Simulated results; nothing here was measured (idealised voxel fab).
Process module heading - voxel self aligned contacts
The width of the displayed cross-section, cut, is 270 nm; its cells are square, with a size of 5 nm.
Format of a cross-section: grid, square cells. Given as bands. Order: top down. Band: one or more rows of cells.
Read a band's entry like this: the first values are the height of its top and the height of its bottom in nm, and what follows is the sequence of materials from left to right, each with its width in nm. Note that "blank" is empty space, and that a single material marked "all across" reaches across the band from edge to edge.
All heights in this document are referenced to 0, defined as the level beneath which the wafer, as received, consists entirely of one material. The lowest band is not bounded below; it extends indefinitely downward and is written in the form "z 0 and below".
A width such as "30..40" changes by the same amount from each row of cells to the next, from the band's top row to its bottom row.
"no change", as given for a step, is the statement that not any cell of the cross-section underwent a change during that step.
Any empty space of 8 cells or more lacking an open way to the top shows up in "Closed internal cavities" as width x height at distance, distance from the left edge, in nm.
Past the settings on a step's line: simulator remark, on that step.
overlay nm: step with mask; distance mask lay right of planned place; negative value = left of planned place.

Set out below are the planned steps of the process:
1,op RECEIVE | material Si
2,op OXIDIZE | depth nm 5
3,op DIRECTIONAL_DEP | material polySi | thk nm 30
4,op DIRECTIONAL_DEP | material SiN | thk nm 20
5,op DIRECTIONAL_DEP | material aC | thk nm 15
6,op PATTERN | tone cover | mask id GATE | material resist | width nm 25 | pitch nm 55 | thk nm 30 | overlay nm 0
7,op DIRECTIONAL_ETCH | etch materials aC | depth nm 15
8,op STRIP | etch materials resist
9,op DIRECTIONAL_ETCH | etch materials SiN | depth nm 20
10,op DIRECTIONAL_ETCH | etch materials polySi | depth nm 30
11,op STRIP | etch materials aC
12,op CONFORMAL_DEP | material SiN | thk nm 5
13,op DIRECTIONAL_ETCH | etch materials SiN | depth nm 5
14,op FILL_DEP | material SiO2 | thk nm 15
15,op CMP | height nm 60
16,op MASKED_ETCH | tone open | mask id CONTACT | width nm 40 | etch materials SiO2 | depth nm 65 | overlay nm 0
17,op CONFORMAL_DEP | material TiN | thk nm 5
18,op FILL_DEP | material W | thk nm 5
19,op CMP | height nm 60
20,op CONFORMAL_DEP | material SiCN | thk nm 5

Cross-section of the wafer upon arrival, representing the state reached after step 1:
  z 0 and below = Si all across
  Closed internal cavities: none

Cross-section, end of module. Start: as above. Plan: as above. Execution: one mistake:
  z 65 to 60 = SiCN all across
  z 60 to 55 = 90 SiO2, 35 SiN, 5 TiN, 10 W, 5 TiN, 35 SiN, 90 SiO2
  z 55 to 50 = 90 SiO2, 35 SiN, 20 TiN, 35 SiN, 90 SiO2
  z 50 to 30 = SiN all across
  z 30 to 0 = polySi all across
  z 0 to -5 = SiO2 all across
  z -5 and below = Si all across
  Closed internal cavities: none
It is concluded that the wafer was processed incorrectly with respect to the plan, in that yeah, plan step 4 got run twice
